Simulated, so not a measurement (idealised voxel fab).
This is a process module. Its name is voxel capacitor over wiring.
In the cross-section labelled cut, the width is 200 nm and each square cell is 5 nm.
Cross-section = grid of square cells, listed top down in bands; band = one or more rows. For a band, the entry starts with two heights in nm, that of the top and then that of the bottom, and carries on with the band's materials in order from left to right, each alongside its width in nm; the word "full width" beside a single material means it fills the band edge to edge, and "blank" means empty space. Beneath 0, the wafer as received is one material, and that level is where height counting begins. The lowest band goes on downward without a bottom; it is written like "0 -> down". Think of "30..40" as a width that walks from the first number to the second as you go down the band, top row to bottom row, taking equal-sized steps from row to row. You'll sometimes find "nothing altered" written for a step, and that's the way of saying that nowhere in the cross-section did a cell change during that step. Under "Voids, fully enclosed" you'll find the enclosed gaps, the ones with no way out to the top, that are 8 cells or bigger; each reads width x height at distance, with distance counted from the left edge, everything in nm. Past the settings on a step's line: simulator remark, on that step. overlay nm: right-of-plan distance of the mask on a masked step; negative values mean left-of-plan.

So here's the lineup of process steps we planned:
1: RECEIVE [material Si]
2: CONFORMAL_DEP [material SiO2] [thk nm 15]
3: DIRECTIONAL_DEP [material TiN] [thk nm 5]
4: DIRECTIONAL_DEP [material Ru] [thk nm 20]
5: DIRECTIONAL_DEP [material aC] [thk nm 10]
6: PATTERN [tone cover] [mask id METAL_1] [material resist] [width nm 30] [pitch nm 100] [thk nm 25] [overlay nm 0]
7: DIRECTIONAL_ETCH [etch materials aC] [depth nm 10]
8: STRIP [etch materials resist]
9: DIRECTIONAL_ETCH [etch materials Ru] [depth nm 20]
10: DIRECTIONAL_ETCH [etch materials TiN] [depth nm 5]
11: STRIP [etch materials aC]
12: FILL_DEP [material lowk] [thk nm 10]
13: CMP [height nm 40]
14: CONFORMAL_DEP [material SiCN] [thk nm 5]
15: DIRECTIONAL_DEP [material lowk] [thk nm 15]
16: DIRECTIONAL_DEP [material aC] [thk nm 15]
17: PATTERN [tone open] [mask id PLUG_1] [material resist] [width nm 15] [thk nm 35] [overlay nm 0]
18: DIRECTIONAL_ETCH [etch materials aC] [depth nm 15]
19: STRIP [etch materials resist]
20: DIRECTIONAL_ETCH [etch materials lowk] [depth nm 15]
21: DIRECTIONAL_ETCH [etch materials SiCN] [depth nm 5]
22: STRIP [etch materials aC]
23: EPI [material Ru] [thk nm 10]
24: EPI [material Ru] [thk nm 10]
25: DIRECTIONAL_DEP [material TiN] [thk nm 10]
26: DIRECTIONAL_DEP [material Al2O3] [thk nm 5]
27: DIRECTIONAL_DEP [material TiN] [thk nm 5]
28: PATTERN [tone cover] [mask id UPPER_PLATE] [material resist] [width nm 75] [thk nm 15] [overlay nm 0]
29: DIRECTIONAL_ETCH [etch materials TiN] [depth nm 5]
30: DIRECTIONAL_ETCH [etch materials Al2O3] [depth nm 5]
31: STRIP [etch materials resist]
32: DIRECTIONAL_DEP [material aC] [thk nm 10]
33: PATTERN [tone cover] [mask id LOWER_PLATE] [material resist] [width nm 85] [thk nm 25] [overlay nm 0]
34: DIRECTIONAL_ETCH [etch materials aC] [depth nm 10]
35: STRIP [etch materials resist]
36: DIRECTIONAL_ETCH [etch materials TiN] [depth nm 10]
37: STRIP [etch materials aC]
38: FILL_DEP [material SiO2] [thk nm 15]
39: CMP [height nm 90]
40: DIRECTIONAL_DEP [material aC] [thk nm 15]
41: PATTERN [tone open] [mask id PLUG_2] [material resist] [width nm 15] [thk nm 30] [overlay nm 0]
42: DIRECTIONAL_ETCH [etch materials aC] [depth nm 15]
43: STRIP [etch materials resist]
44: DIRECTIONAL_ETCH [etch materials SiO2] [depth nm 10]
45: STRIP [etch materials aC]
46: CONFORMAL_DEP [material TiN] [thk nm 5]
47: FILL_DEP [material Ru] [thk nm 10]
48: CMP [height nm 90]
49: CONFORMAL_DEP [material SiCN] [thk nm 5]

Incoming wafer in cross-section (state: after step 1):
    0 -> down  Si full width
    Voids, fully enclosed: none

End-of-module XS, first of two wafers, run as planned:
    95 -> 90  SiCN full width
    90 -> 85  SiO2 60 | TiN 5 | Ru 5 | TiN 5 | SiO2 125
    85 -> 75  SiO2 60..50 | TiN 15..75 | SiO2 125..75
    75 -> 70  SiO2 50 | Al2O3 75 | SiO2 75
    70 -> 60  SiO2 45 | TiN 85 | SiO2 70
    60 -> 45  lowk 50 | Ru 15 | lowk 135
    45 -> 40  SiCN 50 | Ru 15 | SiCN 135
    40 -> 20  lowk 35 | Ru 30 | lowk 70 | Ru 30 | lowk 35
    20 -> 15  lowk 35 | TiN 30 | lowk 70 | TiN 30 | lowk 35
    15 -> 0  SiO2 full width
    0 -> down  Si full width
    Voids, fully enclosed: none

The second wafer, shown in cross-section after the module: started the same way as the first and given the same plan, yet one mistake crept into how it was run:
    95 -> 90  SiCN full width
    90 -> 85  SiO2 60 | TiN 5 | Ru 5 | TiN 5 | SiO2 125
    85 -> 75  SiO2 60..50 | TiN 15..75 | SiO2 125..75
    75 -> 70  SiO2 50 | Al2O3 75 | SiO2 75
    70 -> 60  SiO2 45 | TiN 85 | SiO2 70
    60 -> 45  lowk 50 | Ru 15 | lowk 135
    45 -> 40  SiCN 50 | Ru 15 | SiCN 135
    40 -> 20  lowk 40 | Ru 30 | lowk 70 | Ru 30 | lowk 30
    20 -> 15  lowk 40 | TiN 30 | lowk 70 | TiN 30 | lowk 30
    15 -> 0  SiO2 full width
    0 -> down  Si full width
    Voids, fully enclosed: none
Against the plan, the run slipped here: note that step 6 departed from the planned setting and was carried out as PATTERN [tone cover] [mask id METAL_1] [material resist] [width nm 30] [pitch nm 100] [thk nm 25] [overlay nm 5]
Comparing end states, the material composition by cell count is preserved from the first wafer to the second, while the locations of the cells are not.
